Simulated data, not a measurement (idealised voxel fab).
Process module, titled voxel transistor to metal
This is section cut - it's 200 nm across, gridded in 5 nm square cells.
If you're reading a cross-section in this doc, picture square cells in a grid; it comes to you as bands, top ones listed first down to the bottom, and a band can be one or more rows of cells.
Quick guide to a band line: top height, bottom height (nm) up front; then every material left to right with its width in nm. Only one material and it's marked "all across"? Then it fills the band edge to edge. And "blank" just means empty space.
Basically, 0 is our baseline, since under it the wafer straight out of the box is all one material. The bottom band has no lower end and keeps on going down, so it looks like "0 -> down".
Per-row width for "30->40": begins at first number (top row of band), ends at second number (bottom row), increment between rows held constant.
Step marked "no change occurred"? Then no cell in the cross-section changed in it.
Heads up: "Closed void list" only lists the empty pockets with no open path to the top that are 8 cells or more, and it writes them as width x height at distance, distance from the left edge, in nm.
Where a step's line continues beyond its settings, the continuation is a remark by the simulator itself on that step.
overlay nm, on a step with a mask: how far to the right of its planned place the mask lay; to the left if negative
## Below is the list of planned process steps
1: RECEIVE,material Si
2: CONFORMAL_DEP,material SiO2,thk nm 5
3: CONFORMAL_DEP,material SiN,thk nm 15
4: PATTERN,tone cover,mask id ACTIVE,material resist,width nm 100,thk nm 15,overlay nm 0
5: DIRECTIONAL_ETCH,etch materials SiN,depth nm 15
6: DIRECTIONAL_ETCH,etch materials SiO2,depth nm 5
7: DIRECTIONAL_ETCH,etch materials Si,depth nm 35
8: STRIP,etch materials resist
9: FILL_DEP,material SiO2,thk nm 15
10: CMP,height nm 20
11: SELECTIVE_ETCH,etch materials SiO2,depth nm 5
12: STRIP,etch materials SiN
13: SELECTIVE_ETCH,etch materials SiO2,depth nm 5
14: OXIDIZE,depth nm 5
15: DIRECTIONAL_DEP,material polySi,thk nm 30
16: DIRECTIONAL_DEP,material SiCN,thk nm 10
17: PATTERN,tone cover,mask id GATE,material resist,width nm 20,thk nm 15,overlay nm 0
18: DIRECTIONAL_ETCH,etch materials SiCN,depth nm 20
19: DIRECTIONAL_ETCH,etch materials polySi,depth nm 40
20: STRIP,etch materials resist
21: CONFORMAL_DEP,material SiO2,thk nm 5
22: DIRECTIONAL_ETCH,etch materials SiO2,depth nm 5
23: CONFORMAL_DEP,material SiN,thk nm 5
24: DIRECTIONAL_ETCH,etch materials SiN,depth nm 5
25: DIRECTIONAL_ETCH,etch materials SiO2,depth nm 5
26: DIRECTIONAL_ETCH,etch materials Si,depth nm 15
27: EPI,material SiGe,thk nm 15
28: FILL_DEP,material SiO2,thk nm 5
29: CMP,height nm 40
30: DIRECTIONAL_DEP,material SiO2,thk nm 15
31: MASKED_ETCH,tone open,mask id CONTACT,width nm 20,pitch nm 70,etch materials SiO2,depth nm 45,overlay nm 0
32: CONFORMAL_DEP,material TiN,thk nm 5
33: FILL_DEP,material W,thk nm 10
34: CMP,height nm 55
35: DIRECTIONAL_DEP,material TiN,thk nm 5
36: DIRECTIONAL_DEP,material Ru,thk nm 20
37: DIRECTIONAL_DEP,material aC,thk nm 15
38: PATTERN,tone cover,mask id METAL_1,material resist,width nm 20,pitch nm 70,thk nm 30,overlay nm 0
39: DIRECTIONAL_ETCH,etch materials aC,depth nm 15
40: STRIP,etch materials resist
41: DIRECTIONAL_ETCH,etch materials Ru,depth nm 20
42: DIRECTIONAL_ETCH,etch materials TiN,depth nm 5
43: STRIP,etch materials aC
44: FILL_DEP,material lowk,thk nm 10
45: CMP,height nm 80
46: CONFORMAL_DEP,material SiCN,thk nm 5
47: DIRECTIONAL_DEP,material SiO2,thk nm 30
48: PATTERN,tone open,mask id METAL_2_HOLES,material resist,width nm 15,pitch nm 70,thk nm 20,overlay nm 0
49: DIRECTIONAL_ETCH,etch materials SiO2,depth nm 30
50: STRIP,etch materials resist
51: DIRECTIONAL_DEP,material aC,thk nm 15
52: PATTERN,tone open,mask id METAL_2,material resist,width nm 20,pitch nm 70,thk nm 30,overlay nm 0
53: DIRECTIONAL_ETCH,etch materials aC,depth nm 15
54: STRIP,etch materials resist
55: DIRECTIONAL_ETCH,etch materials SiO2,depth nm 15
56: DIRECTIONAL_ETCH,etch materials SiCN,depth nm 5
57: STRIP,etch materials aC
58: CONFORMAL_DEP,material TiN,thk nm 5
59: FILL_DEP,material Cu,thk nm 10
60: CMP,height nm 115
61: CONFORMAL_DEP,material SiN,thk nm 5
## Here's what the wafer looked like in cross-section when it arrived - that's after step 1
    0 -> down  Si all across
    Closed void list: none
## What the wafer looks like in cross-section after this module, when it starts as shown above and follows the plan above but one mistake is made in running it
    120 -> 115  SiN all across
    115 -> 105  SiO2 55 | TiN 5 | Cu 10 | TiN 5 | SiO2 50 | TiN 5 | Cu 10 | TiN 5 | SiO2 55
    105 -> 100  SiO2 55 | TiN 5 | Cu 5 | TiN 10 | SiO2 50 | TiN 5 | Cu 5 | TiN 10 | SiO2 55
    100 -> 85  SiO2 55 | TiN 5 | Cu 5 | TiN 5 | SiO2 55 | TiN 5 | Cu 5 | TiN 5 | SiO2 60
    85 -> 80  SiCN 55 | TiN 15 | SiCN 55 | TiN 15 | SiCN 60
    80 -> 60  lowk 55 | Ru 20 | lowk 50 | Ru 20 | lowk 55
    60 -> 55  lowk 55 | TiN 20 | lowk 50 | TiN 20 | lowk 55
    55 -> 40  SiO2 55 | TiN 5 | W 10 | TiN 5 | SiO2 50 | TiN 5 | W 10 | TiN 5 | SiO2 55
    40 -> 30  SiO2 55 | TiN 5 | W 10 | TiN 5 | SiO2 10 | SiN 5 | SiCN 20 | SiN 5 | SiO2 10 | TiN 5 | W 10 | TiN 5 | SiO2 55
    30 -> 15  SiO2 55 | TiN 5 | W 10 | TiN 5 | SiO2 5 | SiN 5 | SiO2 5 | polySi 20 | SiO2 5 | SiN 5 | SiO2 5 | TiN 5 | W 10 | TiN 5 | SiO2 55
    15 -> 10  SiO2 55 | TiN 20 | SiO2 5 | SiN 5 | SiO2 5 | polySi 20 | SiO2 5 | SiN 5 | SiO2 5 | TiN 20 | SiO2 55
    10 -> 0  SiO2 45 | SiGe 35 | SiN 5 | SiO2 5 | polySi 20 | SiO2 5 | SiN 5 | SiGe 35 | SiO2 45
    0 -> -5  SiO2 45 | SiGe 5 | SiN 5 | SiGe 25 | SiN 5 | SiO2 30 | SiN 5 | SiGe 25 | SiN 5 | SiGe 5 | SiO2 45
    -5 -> -20  SiO2 50 | Si 5 | SiGe 25 | Si 40 | SiGe 25 | Si 5 | SiO2 50
    -20 -> -35  SiO2 50 | Si 100 | SiO2 50
    -35 -> down  Si all across
    Closed void list: none
So what did we get wrong on this run? note that step 22 departed from the planned setting and was carried out as DIRECTIONAL_ETCH,etch materials SiO2,depth nm 15
